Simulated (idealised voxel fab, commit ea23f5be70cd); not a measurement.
Process module, titled voxel capacitor over wiring
The figure presents cross-section cut, which has a width of 235 nm and is divided into square cells with an edge length of 5 nm.
Cross-section, as written here: a square-cell grid given band by band from the top down, where a band holds one or more rows of cells. Band: top and bottom heights (nm) first, top before bottom; then materials from left to right, widths in nm. "throughout" marks a sole material filling the band edge to edge. "empty" denotes empty space. Below 0: as-received wafer, all one material; heights counted from there. Lowest band: no bottom, goes on down, written "from 0 down". A width such as "30..40" changes by the same amount from each row of cells to the next, from the band's top row to its bottom row. "changes: none" -> step changed no cross-section cell. Under "Entrapped void list" you'll find the enclosed gaps, the ones with no way out to the top, that are 8 cells or bigger; each reads width x height at distance, with distance counted from the left edge, everything in nm. On each step's line, the part that comes after the settings is the simulator's own comment on the step. A step's line can hold "overlay nm"; with a mask on that step, the setting says how far right of the planned place the mask lay, while a negative setting says it lay to the left. Each of the pairs that make up the rest of this document says: here is the cross-section before one process step, here is the cross-section after it, drawn only down to the lowest band that changed, and here, under the pair, is the step lying between them with its settings. Different pairs may come from different runs of this module on the same starting wafer, so a pair continues from the pair above it only where its entry headed "Before step" says so.

# Before step
- from 0 down | Si throughout
- Entrapped void list: none

# Cross-Section Thereafter
- from 15 to 0 | SiO2 throughout
- below 0: unchanged
- Entrapped void list: none
Here is the step that sits between the two cross-sections above: op CONFORMAL_DEP | material SiO2 | thk nm 15

Before step: the wafer arrives at this step looking as the after cross-section in the pair just above shows it.

# Cross-Section Thereafter
- from 20 to 15 | TiN throughout
- below 15: unchanged
- Entrapped void list: none
Here is the step that sits between the two cross-sections above: op DIRECTIONAL_DEP | material TiN | thk nm 5

Before step: the wafer arrives at this step looking as the after cross-section in the pair just above shows it.

# Cross-Section Thereafter
- from 40 to 20 | Ru throughout
- below 20: unchanged
- Entrapped void list: none
Here is the step that sits between the two cross-sections above: op DIRECTIONAL_DEP | material Ru | thk nm 20

Before step: the wafer arrives at this step looking as the after cross-section in the pair just above shows it.

# Cross-Section Thereafter
- from 50 to 40 | aC throughout
- below 40: unchanged
- Entrapped void list: none
Here is the step that sits between the two cross-sections above: op DIRECTIONAL_DEP | material aC | thk nm 10

Before step: the wafer arrives at this step looking as the after cross-section in the pair just above shows it.

# Cross-Section Thereafter
- from 80 to 50 | empty 60 nm  resist 20 nm  empty 70 nm  resist 20 nm  empty 65 nm
- below 50: unchanged
- Entrapped void list: none
Here is the step that sits between the two cross-sections above: op PATTERN | tone cover | mask id METAL_1 | material resist | width nm 20 | pitch nm 90 | thk nm 30 | overlay nm 0

Before step: the wafer arrives at this step looking as the after cross-section in the pair just above shows it.

# Cross-Section Thereafter
- from 70 to 50 | empty 60 nm  resist 20 nm  empty 70 nm  resist 20 nm  empty 65 nm
- from 50 to 40 | empty 60 nm  aC 20 nm  empty 70 nm  aC 20 nm  empty 65 nm
- below 40: unchanged
- Entrapped void list: none
Here is the step that sits between the two cross-sections above: op DIRECTIONAL_ETCH | etch materials aC | depth nm 10

Before step: the wafer arrives at this step looking as the after cross-section in the pair just above shows it.

# Cross-Section Thereafter
- from 50 to 40 | empty 60 nm  aC 20 nm  empty 70 nm  aC 20 nm  empty 65 nm
- below 40: unchanged
- Entrapped void list: none
Here is the step that sits between the two cross-sections above: op STRIP | etch materials resist

Before step: the wafer arrives at this step looking as the after cross-section in the pair just above shows it.

# Cross-Section Thereafter
- from 50 to 40 | empty 60 nm  aC 20 nm  empty 70 nm  aC 20 nm  empty 65 nm
- from 40 to 20 | empty 60 nm  Ru 20 nm  empty 70 nm  Ru 20 nm  empty 65 nm
- below 20: unchanged
- Entrapped void list: none
Here is the step that sits between the two cross-sections above: op DIRECTIONAL_ETCH | etch materials Ru | depth nm 20

Before step: the wafer arrives at this step looking as the after cross-section in the pair just above shows it.

# Cross-Section Thereafter
- from 50 to 40 | empty 60 nm  aC 20 nm  empty 70 nm  aC 20 nm  empty 65 nm
- from 40 to 20 | empty 60 nm  Ru 20 nm  empty 70 nm  Ru 20 nm  empty 65 nm
- from 20 to 15 | empty 60 nm  TiN 20 nm  empty 70 nm  TiN 20 nm  empty 65 nm
- below 15: unchanged
- Entrapped void list: none
Here is the step that sits between the two cross-sections above: op DIRECTIONAL_ETCH | etch materials TiN | depth nm 5

Before step: the wafer arrives at this step looking as the after cross-section in the pair just above shows it.

# Cross-Section Thereafter
- from 40 to 20 | empty 60 nm  Ru 20 nm  empty 70 nm  Ru 20 nm  empty 65 nm
- below 20: unchanged
- Entrapped void list: none
Here is the step that sits between the two cross-sections above: op STRIP | etch materials aC

Before step: the wafer arrives at this step looking as the after cross-section in the pair just above shows it.

# Cross-Section Thereafter
- from 50 to 40 | SiO2 throughout
- from 40 to 20 | SiO2 60 nm  Ru 20 nm  SiO2 70 nm  Ru 20 nm  SiO2 65 nm
- from 20 to 15 | SiO2 60 nm  TiN 20 nm  SiO2 70 nm  TiN 20 nm  SiO2 65 nm
- below 15: unchanged
- Entrapped void list: none
Here is the step that sits between the two cross-sections above: op FILL_DEP | material SiO2 | thk nm 10

Before step: the wafer arrives at this step looking as the after cross-section in the pair just above shows it.

# Cross-Section Thereafter
- from 40 to 20 | SiO2 60 nm  Ru 20 nm  SiO2 70 nm  Ru 20 nm  SiO2 65 nm
- below 20: unchanged
- Entrapped void list: none
Here is the step that sits between the two cross-sections above: op CMP | height nm 40

Before step: the wafer arrives at this step looking as the after cross-section in the pair just above shows it.

# Cross-Section Thereafter
- from 45 to 40 | SiCN throughout
- below 40: unchanged
- Entrapped void list: none
Here is the step that sits between the two cross-sections above: op CONFORMAL_DEP | material SiCN | thk nm 5

Before step: the wafer arrives at this step looking as the after cross-section in the pair just above shows it.

# Cross-Section Thereafter
- from 60 to 45 | lowk throughout
- below 45: unchanged
- Entrapped void list: none
Here is the step that sits between the two cross-sections above: op DIRECTIONAL_DEP | material lowk | thk nm 15

Before step: the wafer arrives at this step looking as the after cross-section in the pair just above shows it.

# Cross-Section Thereafter
- from 60 to 45 | lowk 65 nm  empty 15 nm  lowk 155 nm
- below 45: unchanged
- Entrapped void list: none
Here is the step that sits between the two cross-sections above: op MASKED_ETCH | tone open | mask id PLUG_1 | width nm 15 | etch materials lowk | depth nm 15 | overlay nm 0

Before step: the wafer arrives at this step looking as the after cross-section in the pair just above shows it.

# Cross-Section Thereafter
- from 60 to 45 | lowk 65 nm  empty 15 nm  lowk 155 nm
- from 45 to 40 | SiCN 65 nm  empty 15 nm  SiCN 155 nm
- below 40: unchanged
- Entrapped void list: none
Here is the step that sits between the two cross-sections above: op MASKED_ETCH | tone open | mask id PLUG_1 | width nm 15 | etch materials SiCN | depth nm 5 | overlay nm 0

Before step: the wafer arrives at this step looking as the after cross-section in the pair just above shows it.

# Cross-Section Thereafter
- from 65 to 60 | TiN 70 nm  empty 5 nm  TiN 160 nm
- from 60 to 45 | lowk 65 nm  TiN 5 nm  empty 5 nm  TiN 5 nm  lowk 155 nm
- from 45 to 40 | SiCN 65 nm  TiN 15 nm  SiCN 155 nm
- below 40: unchanged
- Entrapped void list: none
Here is the step that sits between the two cross-sections above: op CONFORMAL_DEP | material TiN | thk nm 5

Before step: the wafer arrives at this step looking as the after cross-section in the pair just above shows it.

# Cross-Section Thereafter
- from 75 to 65 | Ru throughout
- from 65 to 60 | TiN 70 nm  Ru 5 nm  TiN 160 nm
- from 60 to 45 | lowk 65 nm  TiN 5 nm  Ru 5 nm  TiN 5 nm  lowk 155 nm
- below 45: unchanged
- Entrapped void list: none
Here is the step that sits between the two cross-sections above: op FILL_DEP | material Ru | thk nm 10

Before step: the wafer arrives at this step looking as the after cross-section in the pair just above shows it.

# Cross-Section Thereafter
- from 60 to 45 | lowk 65 nm  TiN 5 nm  Ru 5 nm  TiN 5 nm  lowk 155 nm
- below 45: unchanged
- Entrapped void list: none
Here is the step that sits between the two cross-sections above: op CMP | height nm 60

Before step: the wafer arrives at this step looking as the after cross-section in the pair just above shows it.

# Cross-Section Thereafter
- from 70 to 60 | TiN throughout
- below 60: unchanged
- Entrapped void list: none
Here is the step that sits between the two cross-sections above: op DIRECTIONAL_DEP | material TiN | thk nm 10

Before step: the wafer arrives at this step looking as the after cross-section in the pair just above shows it.

# Cross-Section Thereafter
- from 75 to 70 | Al2O3 throughout
- below 70: unchanged
- Entrapped void list: none
Here is the step that sits between the two cross-sections above: op DIRECTIONAL_DEP | material Al2O3 | thk nm 5

Before step: the wafer arrives at this step looking as the after cross-section in the pair just above shows it.

# Cross-Section Thereafter
- from 80 to 75 | TiN throughout
- below 75: unchanged
- Entrapped void list: none
Here is the step that sits between the two cross-sections above: op DIRECTIONAL_DEP | material TiN | thk nm 5

Before step: the wafer arrives at this step looking as the after cross-section in the pair just above shows it.

# Cross-Section Thereafter
- from 100 to 80 | empty 65 nm  resist 75 nm  empty 95 nm
- below 80: unchanged
- Entrapped void list: none
Here is the step that sits between the two cross-sections above: op PATTERN | tone cover | mask id UPPER_PLATE | material resist | width nm 75 | thk nm 20 | overlay nm 0

Before step: the wafer arrives at this step looking as the after cross-section in the pair just above shows it.

# Cross-Section Thereafter
- from 100 to 80 | empty 65 nm  resist 75 nm  empty 95 nm
- from 80 to 75 | empty 65 nm  TiN 75 nm  empty 95 nm
- below 75: unchanged
- Entrapped void list: none
Here is the step that sits between the two cross-sections above: op DIRECTIONAL_ETCH | etch materials TiN | depth nm 5

Before step: the wafer arrives at this step looking as the after cross-section in the pair just above shows it.

# Cross-Section Thereafter
- from 100 to 80 | empty 65 nm  resist 75 nm  empty 95 nm
- from 80 to 75 | empty 65 nm  TiN 75 nm  empty 95 nm
- from 75 to 70 | empty 65 nm  Al2O3 75 nm  empty 95 nm
- below 70: unchanged
- Entrapped void list: none
Here is the step that sits between the two cross-sections above: op DIRECTIONAL_ETCH | etch materials Al2O3 | depth nm 5

Before step: the wafer arrives at this step looking as the after cross-section in the pair just above shows it.

# Cross-Section Thereafter
- from 80 to 75 | empty 65 nm  TiN 75 nm  empty 95 nm
- below 75: unchanged
- Entrapped void list: none
Here is the step that sits between the two cross-sections above: op STRIP | etch materials resist

Before step: the wafer arrives at this step looking as the after cross-section in the pair just above shows it.

# Cross-Section Thereafter
- from 95 to 80 | empty 60 nm  resist 85 nm  empty 90 nm
- from 80 to 75 | empty 60 nm  resist 5 nm  TiN 75 nm  resist 5 nm  empty 90 nm
- from 75 to 70 | empty 60 nm  resist 5 nm  Al2O3 75 nm  resist 5 nm  empty 90 nm
- below 70: unchanged
- Entrapped void list: none
Here is the step that sits between the two cross-sections above: op PATTERN | tone cover | mask id LOWER_PLATE | material resist | width nm 85 | thk nm 15 | overlay nm 0

Before step: the wafer arrives at this step looking as the after cross-section in the pair just above shows it.

# Cross-Section Thereafter
- from 95 to 80 | empty 60 nm  resist 85 nm  empty 90 nm
- from 80 to 75 | empty 60 nm  resist 5 nm  TiN 75 nm  resist 5 nm  empty 90 nm
- from 75 to 70 | empty 60 nm  resist 5 nm  Al2O3 75 nm  resist 5 nm  empty 90 nm
- from 70 to 60 | empty 60 nm  TiN 85 nm  empty 90 nm
- below 60: unchanged
- Entrapped void list: none
Here is the step that sits between the two cross-sections above: op DIRECTIONAL_ETCH | etch materials TiN | depth nm 10

Before step: the wafer arrives at this step looking as the after cross-section in the pair just above shows it.

# Cross-Section Thereafter
- from 80 to 75 | empty 65 nm  TiN 75 nm  empty 95 nm
- from 75 to 70 | empty 65 nm  Al2O3 75 nm  empty 95 nm
- below 70: unchanged
- Entrapped void list: none
Here is the step that sits between the two cross-sections above: op STRIP | etch materials resist

Before step: the wafer arrives at this step looking as the after cross-section in the pair just above shows it.

# Cross-Section Thereafter
- from 95 to 80 | SiO2 throughout
- from 80 to 75 | SiO2 65 nm  TiN 75 nm  SiO2 95 nm
- from 75 to 70 | SiO2 65 nm  Al2O3 75 nm  SiO2 95 nm
- from 70 to 60 | SiO2 60 nm  TiN 85 nm  SiO2 90 nm
- below 60: unchanged
- Entrapped void list: none
Here is the step that sits between the two cross-sections above: op FILL_DEP | material SiO2 | thk nm 15

Before step: the wafer arrives at this step looking as the after cross-section in the pair just above shows it.

# Cross-Section Thereafter
- from 90 to 80 | SiO2 throughout
- below 80: unchanged
- Entrapped void list: none
Here is the step that sits between the two cross-sections above: op CMP | height nm 90

Before step: the wafer arrives at this step looking as the after cross-section in the pair just above shows it.

# Cross-Section Thereafter
- from 90 to 80 | SiO2 75 nm  empty 15 nm  SiO2 145 nm
- below 80: unchanged
- Entrapped void list: none
Here is the step that sits between the two cross-sections above: op MASKED_ETCH | tone open | mask id PLUG_2 | width nm 15 | etch materials SiO2 | depth nm 10 | overlay nm 0

Before step: the wafer arrives at this step looking as the after cross-section in the pair just above shows it.

# Cross-Section Thereafter
- from 95 to 90 | TiN 80 nm  empty 5 nm  TiN 150 nm
- from 90 to 85 | SiO2 75 nm  TiN 5 nm  empty 5 nm  TiN 5 nm  SiO2 145 nm
- from 85 to 75 | SiO2 75..65 nm  TiN 15..75 nm  SiO2 145..95 nm
- below 75: unchanged
- Entrapped void list: none
Here is the step that sits between the two cross-sections above: op CONFORMAL_DEP | material TiN | thk nm 5

Before step: the wafer arrives at this step looking as the after cross-section in the pair just above shows it.

# Cross-Section Thereafter
- from 105 to 95 | Ru throughout
- from 95 to 90 | TiN 80 nm  Ru 5 nm  TiN 150 nm
- from 90 to 85 | SiO2 75 nm  TiN 5 nm  Ru 5 nm  TiN 5 nm  SiO2 145 nm
- below 85: unchanged
- Entrapped void list: none
Here is the step that sits between the two cross-sections above: op FILL_DEP | material Ru | thk nm 10

Before step: the wafer arrives at this step looking as the after cross-section in the pair just above shows it.

# Cross-Section Thereafter
- from 90 to 85 | SiO2 75 nm  TiN 5 nm  Ru 5 nm  TiN 5 nm  SiO2 145 nm
- below 85: unchanged
- Entrapped void list: none
Here is the step that sits between the two cross-sections above: op CMP | height nm 90

Before step: the wafer arrives at this step looking as the after cross-section in the pair just above shows it.

# Cross-Section Thereafter
- from 95 to 90 | SiN throughout
- below 90: unchanged
- Entrapped void list: none
Here is the step that sits between the two cross-sections above: op CONFORMAL_DEP | material SiN | thk nm 5

# Before step
- from 15 to 0 | SiO2 throughout
- from 0 down | Si throughout
- Entrapped void list: none

# Cross-Section Thereafter
- from 35 to 15 | Ru throughout
- below 15: unchanged
- Entrapped void list: none
Here is the step that sits between the two cross-sections above: op DIRECTIONAL_DEP | material Ru | thk nm 20

Before step: the wafer arrives at this step looking as the after cross-section in the pair just above shows it.

# Cross-Section Thereafter
- from 45 to 35 | aC throughout
- below 35: unchanged
- Entrapped void list: none
Here is the step that sits between the two cross-sections above: op DIRECTIONAL_DEP | material aC | thk nm 10

Before step: the wafer arrives at this step looking as the after cross-section in the pair just above shows it.

# Cross-Section Thereafter
- from 75 to 45 | empty 60 nm  resist 20 nm  empty 70 nm  resist 20 nm  empty 65 nm
- below 45: unchanged
- Entrapped void list: none
Here is the step that sits between the two cross-sections above: op PATTERN | tone cover | mask id METAL_1 | material resist | width nm 20 | pitch nm 90 | thk nm 30 | overlay nm 0

Before step: the wafer arrives at this step looking as the after cross-section in the pair just above shows it.

# Cross-Section Thereafter
- from 65 to 45 | empty 60 nm  resist 20 nm  empty 70 nm  resist 20 nm  empty 65 nm
- from 45 to 35 | empty 60 nm  aC 20 nm  empty 70 nm  aC 20 nm  empty 65 nm
- below 35: unchanged
- Entrapped void list: none
Here is the step that sits between the two cross-sections above: op DIRECTIONAL_ETCH | etch materials aC | depth nm 10

Before step: the wafer arrives at this step looking as the after cross-section in the pair just above shows it.

# Cross-Section Thereafter
- from 45 to 35 | empty 60 nm  aC 20 nm  empty 70 nm  aC 20 nm  empty 65 nm
- below 35: unchanged
- Entrapped void list: none
Here is the step that sits between the two cross-sections above: op STRIP | etch materials resist

Before step: the wafer arrives at this step looking as the after cross-section in the pair just above shows it.

# Cross-Section Thereafter
- from 45 to 35 | empty 60 nm  aC 20 nm  empty 70 nm  aC 20 nm  empty 65 nm
- from 35 to 15 | empty 60 nm  Ru 20 nm  empty 70 nm  Ru 20 nm  empty 65 nm
- below 15: unchanged
- Entrapped void list: none
Here is the step that sits between the two cross-sections above: op DIRECTIONAL_ETCH | etch materials Ru | depth nm 20

Before step: the wafer arrives at this step looking as the after cross-section in the pair just above shows it.

# Cross-Section Thereafter
- from 35 to 15 | empty 60 nm  Ru 20 nm  empty 70 nm  Ru 20 nm  empty 65 nm
- below 15: unchanged
- Entrapped void list: none
Here is the step that sits between the two cross-sections above: op STRIP | etch materials aC

Before step: the wafer arrives at this step looking as the after cross-section in the pair just above shows it.

# Cross-Section Thereafter
- from 45 to 35 | SiO2 throughout
- from 35 to 15 | SiO2 60 nm  Ru 20 nm  SiO2 70 nm  Ru 20 nm  SiO2 65 nm
- below 15: unchanged
- Entrapped void list: none
Here is the step that sits between the two cross-sections above: op FILL_DEP | material SiO2 | thk nm 10

Before step: the wafer arrives at this step looking as the after cross-section in the pair just above shows it.

# Cross-Section Thereafter
- from 40 to 35 | SiO2 throughout
- below 35: unchanged
- Entrapped void list: none
Here is the step that sits between the two cross-sections above: op CMP | height nm 40

Before step: the wafer arrives at this step looking as the after cross-section in the pair just above shows it.

# Cross-Section Thereafter
- from 45 to 40 | SiCN throughout
- below 40: unchanged
- Entrapped void list: none
Here is the step that sits between the two cross-sections above: op CONFORMAL_DEP | material SiCN | thk nm 5

Before step: the wafer arrives at this step looking as the after cross-section in the pair just above shows it.

# Cross-Section Thereafter
- from 60 to 45 | lowk throughout
- below 45: unchanged
- Entrapped void list: none
Here is the step that sits between the two cross-sections above: op DIRECTIONAL_DEP | material lowk | thk nm 15

Before step: the wafer arrives at this step looking as the after cross-section in the pair just above shows it.

# Cross-Section Thereafter
- from 60 to 45 | lowk 65 nm  empty 15 nm  lowk 155 nm
- below 45: unchanged
- Entrapped void list: none
Here is the step that sits between the two cross-sections above: op MASKED_ETCH | tone open | mask id PLUG_1 | width nm 15 | etch materials lowk | depth nm 15 | overlay nm 0

Before step: the wafer arrives at this step looking as the after cross-section in the pair just above shows it.

# Cross-Section Thereafter
- from 60 to 45 | lowk 65 nm  empty 15 nm  lowk 155 nm
- from 45 to 40 | SiCN 65 nm  empty 15 nm  SiCN 155 nm
- below 40: unchanged
- Entrapped void list: none
Here is the step that sits between the two cross-sections above: op MASKED_ETCH | tone open | mask id PLUG_1 | width nm 15 | etch materials SiCN | depth nm 5 | overlay nm 0

Before step: the wafer arrives at this step looking as the after cross-section in the pair just above shows it.

# Cross-Section Thereafter
- from 65 to 60 | TiN 70 nm  empty 5 nm  TiN 160 nm
- from 60 to 45 | lowk 65 nm  TiN 5 nm  empty 5 nm  TiN 5 nm  lowk 155 nm
- from 45 to 40 | SiCN 65 nm  TiN 15 nm  SiCN 155 nm
- below 40: unchanged
- Entrapped void list: none
Here is the step that sits between the two cross-sections above: op CONFORMAL_DEP | material TiN | thk nm 5

Before step: the wafer arrives at this step looking as the after cross-section in the pair just above shows it.

# Cross-Section Thereafter
- from 75 to 65 | Ru throughout
- from 65 to 60 | TiN 70 nm  Ru 5 nm  TiN 160 nm
- from 60 to 45 | lowk 65 nm  TiN 5 nm  Ru 5 nm  TiN 5 nm  lowk 155 nm
- below 45: unchanged
- Entrapped void list: none
Here is the step that sits between the two cross-sections above: op FILL_DEP | material Ru | thk nm 10

Before step: the wafer arrives at this step looking as the after cross-section in the pair just above shows it.

# Cross-Section Thereafter
- from 60 to 45 | lowk 65 nm  TiN 5 nm  Ru 5 nm  TiN 5 nm  lowk 155 nm
- below 45: unchanged
- Entrapped void list: none
Here is the step that sits between the two cross-sections above: op CMP | height nm 60

Before step: the wafer arrives at this step looking as the after cross-section in the pair just above shows it.

# Cross-Section Thereafter
- from 70 to 60 | TiN throughout
- below 60: unchanged
- Entrapped void list: none
Here is the step that sits between the two cross-sections above: op DIRECTIONAL_DEP | material TiN | thk nm 10

Before step: the wafer arrives at this step looking as the after cross-section in the pair just above shows it.

# Cross-Section Thereafter
- from 75 to 70 | Al2O3 throughout
- below 70: unchanged
- Entrapped void list: none
Here is the step that sits between the two cross-sections above: op DIRECTIONAL_DEP | material Al2O3 | thk nm 5

Before step: the wafer arrives at this step looking as the after cross-section in the pair just above shows it.

# Cross-Section Thereafter
- from 80 to 75 | TiN throughout
- below 75: unchanged
- Entrapped void list: none
Here is the step that sits between the two cross-sections above: op DIRECTIONAL_DEP | material TiN | thk nm 5

Before step: the wafer arrives at this step looking as the after cross-section in the pair just above shows it.

# Cross-Section Thereafter
- from 100 to 80 | empty 65 nm  resist 75 nm  empty 95 nm
- below 80: unchanged
- Entrapped void list: none
Here is the step that sits between the two cross-sections above: op PATTERN | tone cover | mask id UPPER_PLATE | material resist | width nm 75 | thk nm 20 | overlay nm 0

Before step: the wafer arrives at this step looking as the after cross-section in the pair just above shows it.

# Cross-Section Thereafter
- from 100 to 80 | empty 65 nm  resist 75 nm  empty 95 nm
- from 80 to 75 | empty 65 nm  TiN 75 nm  empty 95 nm
- below 75: unchanged
- Entrapped void list: none
Here is the step that sits between the two cross-sections above: op DIRECTIONAL_ETCH | etch materials TiN | depth nm 5

Before step: the wafer arrives at this step looking as the after cross-section in the pair just above shows it.

# Cross-Section Thereafter
- from 100 to 80 | empty 65 nm  resist 75 nm  empty 95 nm
- from 80 to 75 | empty 65 nm  TiN 75 nm  empty 95 nm
- from 75 to 70 | empty 65 nm  Al2O3 75 nm  empty 95 nm
- below 70: unchanged
- Entrapped void list: none
Here is the step that sits between the two cross-sections above: op DIRECTIONAL_ETCH | etch materials Al2O3 | depth nm 5

Before step: the wafer arrives at this step looking as the after cross-section in the pair just above shows it.

# Cross-Section Thereafter
- from 80 to 75 | empty 65 nm  TiN 75 nm  empty 95 nm
- below 75: unchanged
- Entrapped void list: none
Here is the step that sits between the two cross-sections above: op STRIP | etch materials resist

Before step: the wafer arrives at this step looking as the after cross-section in the pair just above shows it.

# Cross-Section Thereafter
- from 95 to 80 | empty 60 nm  resist 85 nm  empty 90 nm
- from 80 to 75 | empty 60 nm  resist 5 nm  TiN 75 nm  resist 5 nm  empty 90 nm
- from 75 to 70 | empty 60 nm  resist 5 nm  Al2O3 75 nm  resist 5 nm  empty 90 nm
- below 70: unchanged
- Entrapped void list: none
Here is the step that sits between the two cross-sections above: op PATTERN | tone cover | mask id LOWER_PLATE | material resist | width nm 85 | thk nm 15 | overlay nm 0

Before step: the wafer arrives at this step looking as the after cross-section in the pair just above shows it.

# Cross-Section Thereafter
- from 95 to 80 | empty 60 nm  resist 85 nm  empty 90 nm
- from 80 to 75 | empty 60 nm  resist 5 nm  TiN 75 nm  resist 5 nm  empty 90 nm
- from 75 to 70 | empty 60 nm  resist 5 nm  Al2O3 75 nm  resist 5 nm  empty 90 nm
- from 70 to 60 | empty 60 nm  TiN 85 nm  empty 90 nm
- below 60: unchanged
- Entrapped void list: none
Here is the step that sits between the two cross-sections above: op DIRECTIONAL_ETCH | etch materials TiN | depth nm 10

Before step: the wafer arrives at this step looking as the after cross-section in the pair just above shows it.

# Cross-Section Thereafter
- from 80 to 75 | empty 65 nm  TiN 75 nm  empty 95 nm
- from 75 to 70 | empty 65 nm  Al2O3 75 nm  empty 95 nm
- below 70: unchanged
- Entrapped void list: none
Here is the step that sits between the two cross-sections above: op STRIP | etch materials resist

Before step: the wafer arrives at this step looking as the after cross-section in the pair just above shows it.

# Cross-Section Thereafter
- from 95 to 80 | SiO2 throughout
- from 80 to 75 | SiO2 65 nm  TiN 75 nm  SiO2 95 nm
- from 75 to 70 | SiO2 65 nm  Al2O3 75 nm  SiO2 95 nm
- from 70 to 60 | SiO2 60 nm  TiN 85 nm  SiO2 90 nm
- below 60: unchanged
- Entrapped void list: none
Here is the step that sits between the two cross-sections above: op FILL_DEP | material SiO2 | thk nm 15

Before step: the wafer arrives at this step looking as the after cross-section in the pair just above shows it.

# Cross-Section Thereafter
- from 90 to 80 | SiO2 throughout
- below 80: unchanged
- Entrapped void list: none
Here is the step that sits between the two cross-sections above: op CMP | height nm 90

Before step: the wafer arrives at this step looking as the after cross-section in the pair just above shows it.

# Cross-Section Thereafter
- from 90 to 80 | SiO2 75 nm  empty 15 nm  SiO2 145 nm
- below 80: unchanged
- Entrapped void list: none
Here is the step that sits between the two cross-sections above: op MASKED_ETCH | tone open | mask id PLUG_2 | width nm 15 | etch materials SiO2 | depth nm 10 | overlay nm 0

Before step: the wafer arrives at this step looking as the after cross-section in the pair just above shows it.

# Cross-Section Thereafter
- from 95 to 90 | TiN 80 nm  empty 5 nm  TiN 150 nm
- from 90 to 85 | SiO2 75 nm  TiN 5 nm  empty 5 nm  TiN 5 nm  SiO2 145 nm
- from 85 to 75 | SiO2 75..65 nm  TiN 15..75 nm  SiO2 145..95 nm
- below 75: unchanged
- Entrapped void list: none
Here is the step that sits between the two cross-sections above: op CONFORMAL_DEP | material TiN | thk nm 5

Before step: the wafer arrives at this step looking as the after cross-section in the pair just above shows it.

# Cross-Section Thereafter
- from 105 to 95 | Ru throughout
- from 95 to 90 | TiN 80 nm  Ru 5 nm  TiN 150 nm
- from 90 to 85 | SiO2 75 nm  TiN 5 nm  Ru 5 nm  TiN 5 nm  SiO2 145 nm
- below 85: unchanged
- Entrapped void list: none
Here is the step that sits between the two cross-sections above: op FILL_DEP | material Ru | thk nm 10

Before step: the wafer arrives at this step looking as the after cross-section in the pair just above shows it.

# Cross-Section Thereafter
- from 90 to 85 | SiO2 75 nm  TiN 5 nm  Ru 5 nm  TiN 5 nm  SiO2 145 nm
- below 85: unchanged
- Entrapped void list: none
Here is the step that sits between the two cross-sections above: op CMP | height nm 90

Before step: the wafer arrives at this step looking as the after cross-section in the pair just above shows it.

# Cross-Section Thereafter
- from 95 to 90 | SiN throughout
- below 90: unchanged
- Entrapped void list: none
Here is the step that sits between the two cross-sections above: op CONFORMAL_DEP | material SiN | thk nm 5

# Before step
- from 15 to 0 | SiO2 throughout
- from 0 down | Si throughout
- Entrapped void list: none

# Cross-Section Thereafter
- from 30 to 0 | SiO2 throughout
- below 0: unchanged
- Entrapped void list: none
Here is the step that sits between the two cross-sections above: op CONFORMAL_DEP | material SiO2 | thk nm 15

Before step: the wafer arrives at this step looking as the after cross-section in the pair just above shows it.

# Cross-Section Thereafter
- from 35 to 30 | TiN throughout
- below 30: unchanged
- Entrapped void list: none
Here is the step that sits between the two cross-sections above: op DIRECTIONAL_DEP | material TiN | thk nm 5

Before step: the wafer arrives at this step looking as the after cross-section in the pair just above shows it.

# Cross-Section Thereafter
- from 55 to 35 | Ru throughout
- below 35: unchanged
- Entrapped void list: none
Here is the step that sits between the two cross-sections above: op DIRECTIONAL_DEP | material Ru | thk nm 20

Before step: the wafer arrives at this step looking as the after cross-section in the pair just above shows it.

# Cross-Section Thereafter
- from 65 to 55 | aC throughout
- below 55: unchanged
- Entrapped void list: none
Here is the step that sits between the two cross-sections above: op DIRECTIONAL_DEP | material aC | thk nm 10

Before step: the wafer arrives at this step looking as the after cross-section in the pair just above shows it.

# Cross-Section Thereafter
- from 95 to 65 | empty 60 nm  resist 20 nm  empty 70 nm  resist 20 nm  empty 65 nm
- below 65: unchanged
- Entrapped void list: none
Here is the step that sits between the two cross-sections above: op PATTERN | tone cover | mask id METAL_1 | material resist | width nm 20 | pitch nm 90 | thk nm 30 | overlay nm 0

Before step: the wafer arrives at this step looking as the after cross-section in the pair just above shows it.

# Cross-Section Thereafter
- from 85 to 65 | empty 60 nm  resist 20 nm  empty 70 nm  resist 20 nm  empty 65 nm
- from 65 to 55 | empty 60 nm  aC 20 nm  empty 70 nm  aC 20 nm  empty 65 nm
- below 55: unchanged
- Entrapped void list: none
Here is the step that sits between the two cross-sections above: op DIRECTIONAL_ETCH | etch materials aC | depth nm 10

Before step: the wafer arrives at this step looking as the after cross-section in the pair just above shows it.

# Cross-Section Thereafter
- from 65 to 55 | empty 60 nm  aC 20 nm  empty 70 nm  aC 20 nm  empty 65 nm
- below 55: unchanged
- Entrapped void list: none
Here is the step that sits between the two cross-sections above: op STRIP | etch materials resist

Before step: the wafer arrives at this step looking as the after cross-section in the pair just above shows it.

# Cross-Section Thereafter
- from 65 to 55 | empty 60 nm  aC 20 nm  empty 70 nm  aC 20 nm  empty 65 nm
- from 55 to 35 | empty 60 nm  Ru 20 nm  empty 70 nm  Ru 20 nm  empty 65 nm
- below 35: unchanged
- Entrapped void list: none
Here is the step that sits between the two cross-sections above: op DIRECTIONAL_ETCH | etch materials Ru | depth nm 20

Before step: the wafer arrives at this step looking as the after cross-section in the pair just above shows it.

# Cross-Section Thereafter
- from 65 to 55 | empty 60 nm  aC 20 nm  empty 70 nm  aC 20 nm  empty 65 nm
- from 55 to 35 | empty 60 nm  Ru 20 nm  empty 70 nm  Ru 20 nm  empty 65 nm
- from 35 to 30 | empty 60 nm  TiN 20 nm  empty 70 nm  TiN 20 nm  empty 65 nm
- below 30: unchanged
- Entrapped void list: none
Here is the step that sits between the two cross-sections above: op DIRECTIONAL_ETCH | etch materials TiN | depth nm 5

Before step: the wafer arrives at this step looking as the after cross-section in the pair just above shows it.

# Cross-Section Thereafter
- from 55 to 35 | empty 60 nm  Ru 20 nm  empty 70 nm  Ru 20 nm  empty 65 nm
- below 35: unchanged
- Entrapped void list: none
Here is the step that sits between the two cross-sections above: op STRIP | etch materials aC

Before step: the wafer arrives at this step looking as the after cross-section in the pair just above shows it.

# Cross-Section Thereafter
- from 65 to 55 | SiO2 throughout
- from 55 to 35 | SiO2 60 nm  Ru 20 nm  SiO2 70 nm  Ru 20 nm  SiO2 65 nm
- from 35 to 30 | SiO2 60 nm  TiN 20 nm  SiO2 70 nm  TiN 20 nm  SiO2 65 nm
- below 30: unchanged
- Entrapped void list: none
Here is the step that sits between the two cross-sections above: op FILL_DEP | material SiO2 | thk nm 10

Before step: the wafer arrives at this step looking as the after cross-section in the pair just above shows it.

# Cross-Section Thereafter
- from 40 to 35 | SiO2 60 nm  Ru 20 nm  SiO2 70 nm  Ru 20 nm  SiO2 65 nm
- below 35: unchanged
- Entrapped void list: none
Here is the step that sits between the two cross-sections above: op CMP | height nm 40
